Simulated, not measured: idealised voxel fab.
process module | voxel self aligned vias
cross-section cut | 250 nm wide | cells 5 nm
A cross-section is a grid of square cells, given in bands from the top down. A band is one or more rows of cells.
Each band's line starts with the height of the band's top and of its bottom, in nm. Then come its materials from left to right, each with its width in nm. One material with "throughout" fills the band from edge to edge. "air" is empty space.
Height 0 is the level under which the wafer as received is all one material. The lowest band goes on downwards, as in "0 down".
A width such as "30 to 40" changes by the same amount from each row of cells to the next, from the band's top row to its bottom row.
"no change" after a step means that no cell of the cross-section changed.
closed voids: empty space of 8 cells or more with no open way to the top, each as width x height at its distance from the left edge, in nm
after a step's settings: what the simulator itself notes on the step
overlay nm, on a step with a mask: how far to the right of its planned place the mask lay; to the left if negative
plan
1 op RECEIVE | material Si
2 op CONFORMAL_DEP | material SiO2 | thk nm 15
3 op CONFORMAL_DEP | material SiCN | thk nm 5
4 op DIRECTIONAL_DEP | material lowk | thk nm 25
5 op PATTERN | tone open | mask id LINES | material resist | width nm 20 | pitch nm 55 | thk nm 20 | overlay nm 0
6 op DIRECTIONAL_ETCH | etch materials lowk | depth nm 25
7 op STRIP | etch materials resist
8 op CONFORMAL_DEP | material TiN | thk nm 5
9 op FILL_DEP | material W | thk nm 5
10 op CMP | height nm 45
11 op SELECTIVE_ETCH | etch materials W Ru TiN | depth nm 5
12 op FILL_DEP | material SiN | thk nm 10
13 op CMP | height nm 45
14 op DIRECTIONAL_DEP | material lowk | thk nm 20
15 op DIRECTIONAL_DEP | material aC | thk nm 10
16 op PATTERN | tone open | mask id VIAS | material resist | width nm 40 | pitch nm 55 | thk nm 25 | overlay nm 0
17 op DIRECTIONAL_ETCH | etch materials aC | depth nm 10
18 op STRIP | etch materials resist
19 op DIRECTIONAL_ETCH | etch materials lowk | depth nm 20
20 op DIRECTIONAL_ETCH | etch materials SiN | depth nm 5
21 op STRIP | etch materials aC
22 op CONFORMAL_DEP | material TiN | thk nm 5
23 op FILL_DEP | material Ru | thk nm 10
24 op CMP | height nm 65
25 op CONFORMAL_DEP | material SiCN | thk nm 5
as received, after step 1
  0 down: Si throughout
  closed voids: none
a wafer at the end: this start, this plan, one mistake
  70 to 65: SiCN throughout
  65 to 50: lowk 50 | TiN 5 | Ru 30 | TiN 5 | lowk 15 | TiN 5 | Ru 30 | TiN 5 | lowk 15 | TiN 5 | Ru 30 | TiN 5 | lowk 50
  50 to 45: lowk 50 | TiN 10 | Ru 10 | TiN 20 | lowk 15 | TiN 10 | Ru 10 | TiN 20 | lowk 15 | TiN 10 | Ru 10 | TiN 20 | lowk 50
  45 to 40: lowk 55 | TiN 20 | lowk 35 | TiN 20 | lowk 35 | TiN 20 | lowk 65
  40 to 25: lowk 55 | TiN 5 | W 10 | TiN 5 | lowk 35 | TiN 5 | W 10 | TiN 5 | lowk 35 | TiN 5 | W 10 | TiN 5 | lowk 65
  25 to 20: lowk 55 | TiN 20 | lowk 35 | TiN 20 | lowk 35 | TiN 20 | lowk 65
  20 to 15: SiCN throughout
  15 to 0: SiO2 throughout
  0 down: Si throughout
  closed voids: none
what went wrong: step 5 ran as: op PATTERN | tone open | mask id LINES | material resist | width nm 20 | pitch nm 55 | thk nm 20 | overlay nm -5
